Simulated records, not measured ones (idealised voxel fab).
process module | voxel transistor to metal
cross-section cut | 165 nm wide | cells 5 nm
A cross-section is a grid of square cells, given in bands from the top down. A band is one or more rows of cells.
Each band's line starts with the height of the band's top and of its bottom, in nm. Then come its materials from left to right, each with its width in nm. One material with "throughout" fills the band from edge to edge. "air" is empty space.
Height 0 is the level under which the wafer as received is all one material. The lowest band goes on downwards, as in "0 down".
A width such as "30 to 40" changes by the same amount from each row of cells to the next, from the band's top row to its bottom row.
"no change" after a step means that no cell of the cross-section changed.
closed voids: empty space of 8 cells or more with no open way to the top, each as width x height at its distance from the left edge, in nm
after a step's settings: what the simulator itself notes on the step
overlay nm, on a step with a mask: how far to the right of its planned place the mask lay; to the left if negative
plan
1 op RECEIVE | material Si
2 op OXIDIZE | depth nm 5
3 op CONFORMAL_DEP | material SiN | thk nm 15
4 op DIRECTIONAL_DEP | material aC | thk nm 10
5 op PATTERN | tone cover | mask id ACTIVE | material resist | width nm 115 | thk nm 25 | overlay nm 0
6 op DIRECTIONAL_ETCH | etch materials aC | depth nm 10
7 op STRIP | etch materials resist
8 op DIRECTIONAL_ETCH | etch materials SiN | depth nm 15
9 op DIRECTIONAL_ETCH | etch materials SiO2 | depth nm 5
10 op DIRECTIONAL_ETCH | etch materials Si | depth nm 25
11 op STRIP | etch materials aC
12 op OXIDIZE | depth nm 5
13 op FILL_DEP | material SiO2 | thk nm 15
14 op CMP | height nm 15
15 op SELECTIVE_ETCH | etch materials SiO2 | depth nm 5
16 op STRIP | etch materials SiN
17 op SELECTIVE_ETCH | etch materials SiO2 | depth nm 5
18 op OXIDIZE | depth nm 5
19 op DIRECTIONAL_DEP | material polySi | thk nm 25
20 op DIRECTIONAL_DEP | material SiCN | thk nm 15
21 op PATTERN | tone cover | mask id GATE | material resist | width nm 35 | thk nm 20 | overlay nm 0
22 op DIRECTIONAL_ETCH | etch materials SiCN | depth nm 25
23 op DIRECTIONAL_ETCH | etch materials polySi | depth nm 35
24 op STRIP | etch materials resist
25 op CONFORMAL_DEP | material SiN | thk nm 5
26 op DIRECTIONAL_ETCH | etch materials SiN | depth nm 5
27 op DIRECTIONAL_ETCH | etch materials SiO2 | depth nm 5
28 op DIRECTIONAL_ETCH | etch materials Si | depth nm 15
29 op EPI | material pSi | thk nm 15
30 op FILL_DEP | material SiO2 | thk nm 10
31 op CMP | height nm 20
32 op STRIP | etch materials polySi
33 op SELECTIVE_ETCH | etch materials SiO2 | depth nm 5
34 op CONFORMAL_DEP | material HfO2 | thk nm 5
35 op CONFORMAL_DEP | material TiN | thk nm 5
36 op FILL_DEP | material W | thk nm 5
37 op CMP | height nm 15
38 op DIRECTIONAL_DEP | material SiO2 | thk nm 15
39 op DIRECTIONAL_DEP | material aC | thk nm 15
40 op PATTERN | tone open | mask id CONTACT | material resist | width nm 15 | pitch nm 80 | thk nm 35 | overlay nm 0
41 op DIRECTIONAL_ETCH | etch materials aC | depth nm 15
42 op STRIP | etch materials resist
43 op DIRECTIONAL_ETCH | etch materials SiO2 | depth nm 40
44 op STRIP | etch materials aC
45 op CONFORMAL_DEP | material TiN | thk nm 5
46 op FILL_DEP | material W | thk nm 10
47 op CMP | height nm 30
48 op CONFORMAL_DEP | material SiCN | thk nm 5
49 op DIRECTIONAL_DEP | material lowk | thk nm 20
50 op PATTERN | tone open | mask id METAL_1 | material resist | width nm 15 | pitch nm 80 | thk nm 15 | overlay nm 0
51 op DIRECTIONAL_ETCH | etch materials lowk | depth nm 20
52 op DIRECTIONAL_ETCH | etch materials SiCN | depth nm 5
53 op STRIP | etch materials resist
54 op CONFORMAL_DEP | material TiN | thk nm 5
55 op FILL_DEP | material Cu | thk nm 5
56 op CMP | height nm 55
57 op CONFORMAL_DEP | material SiCN | thk nm 5
58 op DIRECTIONAL_DEP | material SiO2 | thk nm 35
59 op PATTERN | tone open | mask id METAL_2 | material resist | width nm 15 | pitch nm 80 | thk nm 20 | overlay nm 0
60 op DIRECTIONAL_ETCH | etch materials SiO2 | depth nm 20
61 op STRIP | etch materials resist
62 op MASKED_ETCH | tone open | mask id METAL_2_HOLES | width nm 15 | pitch nm 80 | etch materials SiO2 | depth nm 15 | overlay nm 0
63 op MASKED_ETCH | tone open | mask id METAL_2_HOLES | width nm 15 | pitch nm 80 | etch materials SiCN | depth nm 5 | overlay nm 0
64 op CONFORMAL_DEP | material TiN | thk nm 5
65 op FILL_DEP | material Ru | thk nm 10
66 op CMP | height nm 95
67 op CONFORMAL_DEP | material SiCN | thk nm 5
as received, after step 1
  0 down: Si throughout
  closed voids: none
a wafer at the end: this start, this plan, one mistake
  100 to 95: SiCN throughout
  95 to 60: SiO2 35 | TiN 5 | Ru 5 | TiN 5 | SiO2 65 | TiN 5 | Ru 5 | TiN 5 | SiO2 35
  60 to 55: SiCN 35 | TiN 15 | SiCN 65 | TiN 15 | SiCN 35
  55 to 35: lowk 35 | TiN 5 | Cu 5 | TiN 5 | lowk 65 | TiN 5 | Cu 5 | TiN 5 | lowk 35
  35 to 30: SiCN 35 | TiN 15 | SiCN 65 | TiN 15 | SiCN 35
  30 to 10: SiO2 35 | TiN 5 | W 5 | TiN 5 | SiO2 65 | TiN 5 | W 5 | TiN 5 | SiO2 35
  10 to 5: SiO2 35 | TiN 15 | SiO2 10 | SiN 5 | SiCN 35 | SiN 5 | SiO2 10 | TiN 15 | SiO2 35
  5 to -5: SiO2 20 | SiN 5 | SiO2 10 | TiN 10 | pSi 15 | SiN 5 | SiCN 35 | SiN 5 | pSi 15 | TiN 10 | SiO2 10 | SiN 5 | SiO2 20
  -5 to -10: SiO2 35 | TiN 10 | pSi 15 | SiO2 45 | pSi 15 | TiN 10 | SiO2 35
  -10 to -25: SiO2 30 | pSi 30 | Si 45 | pSi 30 | SiO2 30
  -25 to -35: SiO2 30 | Si 105 | SiO2 30
  -35 down: Si throughout
  closed voids: none
what went wrong: step 19 was left out
